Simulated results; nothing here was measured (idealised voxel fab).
Process module under the name voxel self aligned vias
Cross-sectional view cut (width: 195 nm; square cell size: 5 nm).
Square cells in a grid make up a cross-section in this document, and the grid is given as bands, listed from the top down, each one or more rows of cells. Heights first: top, then bottom, in nm. Then materials, left to right, each with a width in nm. "everywhere" on a single material: fills the band edge to edge. "air": empty space. Where do heights start? At 0: under that level the wafer as delivered is made of one material only. And the lowest band has no floor; it just carries on downward, as in "0 nm and below". A width such as "30 to 40" changes by the same amount from each row of cells to the next, from the band's top row to its bottom row. No cell of the cross-section changed in a step that is given as "all unchanged". Entry "Closed empty spaces" = empty spaces >= 8 cells with no open way to the top; each as width x height at distance, distance from left edge, all nm. Formally, on a step line, whatever follows the settings is a remark that the simulator itself makes on the step. overlay nm: right-of-plan distance of the mask on a masked step; negative values mean left-of-plan.
The process steps that were planned are listed below
1) RECEIVE (material Si)
2) CONFORMAL_DEP (material SiO2; thk nm 15)
3) CONFORMAL_DEP (material SiCN; thk nm 5)
4) DIRECTIONAL_DEP (material SiO2; thk nm 25)
5) MASKED_ETCH (tone open; mask id LINES; width nm 25; pitch nm 65; etch materials SiO2; depth nm 25; overlay nm -15)
6) CONFORMAL_DEP (material TiN; thk nm 5)
7) FILL_DEP (material Ru; thk nm 10)
8) CMP (height nm 45)
9) SELECTIVE_ETCH (etch materials W Ru TiN; depth nm 5)
10) FILL_DEP (material SiN; thk nm 5)
11) CMP (height nm 45)
12) DIRECTIONAL_DEP (material SiO2; thk nm 15)
13) DIRECTIONAL_DEP (material aC; thk nm 10)
14) PATTERN (tone open; mask id VIAS; material resist; width nm 35; thk nm 30; overlay nm 0)
15) DIRECTIONAL_ETCH (etch materials aC; depth nm 10)
16) STRIP (etch materials resist)
17) DIRECTIONAL_ETCH (etch materials SiO2; depth nm 15)
18) DIRECTIONAL_ETCH (etch materials SiN; depth nm 5)
19) STRIP (etch materials aC)
20) CONFORMAL_DEP (material TiN; thk nm 5)
21) FILL_DEP (material Ru; thk nm 10)
22) CMP (height nm 60)
23) CONFORMAL_DEP (material SiN; thk nm 5)
Split variable: overlay nm, step 5. Plan value = first wafer. Wafers start alike.
Incoming state of the first of several wafers in cross-section: after step 1
    0 nm and below | Si everywhere
    Closed empty spaces: none
Cross-section, first of several wafers, end of module, after last step 23
    65 nm to 60 nm | SiN everywhere
    60 nm to 50 nm | SiO2=45 / TiN=5 / Ru=25 / TiN=5 / SiO2=115
    50 nm to 45 nm | SiO2=45 / TiN=5 / Ru=5 / TiN=25 / SiO2=115
    45 nm to 40 nm | SiO2=35 / SiN=10 / TiN=15 / SiO2=40 / SiN=25 / SiO2=70
    40 nm to 25 nm | SiO2=35 / TiN=5 / Ru=15 / TiN=5 / SiO2=40 / TiN=5 / Ru=15 / TiN=5 / SiO2=70
    25 nm to 20 nm | SiO2=35 / TiN=25 / SiO2=40 / TiN=25 / SiO2=70
    20 nm to 15 nm | SiCN everywhere
    15 nm to 0 nm | SiO2 everywhere
    0 nm and below | Si everywhere
    Closed empty spaces: none
Last wafer x-sec, end of module
    65 nm to 60 nm | SiN everywhere
    60 nm to 50 nm | SiO2=45 / TiN=5 / Ru=25 / TiN=5 / SiO2=115
    50 nm to 45 nm | SiO2=45 / TiN=25 / Ru=5 / TiN=5 / SiO2=115
    45 nm to 40 nm | SiO2=65 / TiN=15 / SiN=10 / SiO2=40 / SiN=25 / SiO2=40
    40 nm to 25 nm | SiO2=65 / TiN=5 / Ru=15 / TiN=5 / SiO2=40 / TiN=5 / Ru=15 / TiN=5 / SiO2=40
    25 nm to 20 nm | SiO2=65 / TiN=25 / SiO2=40 / TiN=25 / SiO2=40
    20 nm to 15 nm | SiCN everywhere
    15 nm to 0 nm | SiO2 everywhere
    0 nm and below | Si everywhere
    Closed empty spaces: none
Take any row and you have a wafer at the end of the module: how many cells of each material it has gained (+) or lost (-) since it was received, and then its closed voids
overlay nm -15 | +29 Ru | +39 SiCN | +46 SiN | +358 SiO2 | +35 TiN | Closed empty spaces: none
overlay nm -10 | +30 Ru | +39 SiCN | +45 SiN | +358 SiO2 | +35 TiN | Closed empty spaces: none
overlay nm -5 | +31 Ru | +39 SiCN | +44 SiN | +358 SiO2 | +35 TiN | Closed empty spaces: none
overlay nm 0 | +31 Ru | +39 SiCN | +44 SiN | +358 SiO2 | +35 TiN | Closed empty spaces: none
overlay nm 5 | +31 Ru | +39 SiCN | +44 SiN | +358 SiO2 | +35 TiN | Closed empty spaces: none
overlay nm 10 | +30 Ru | +39 SiCN | +45 SiN | +358 SiO2 | +35 TiN | Closed empty spaces: none
overlay nm 15 | +29 Ru | +39 SiCN | +46 SiN | +358 SiO2 | +35 TiN | Closed empty spaces: none
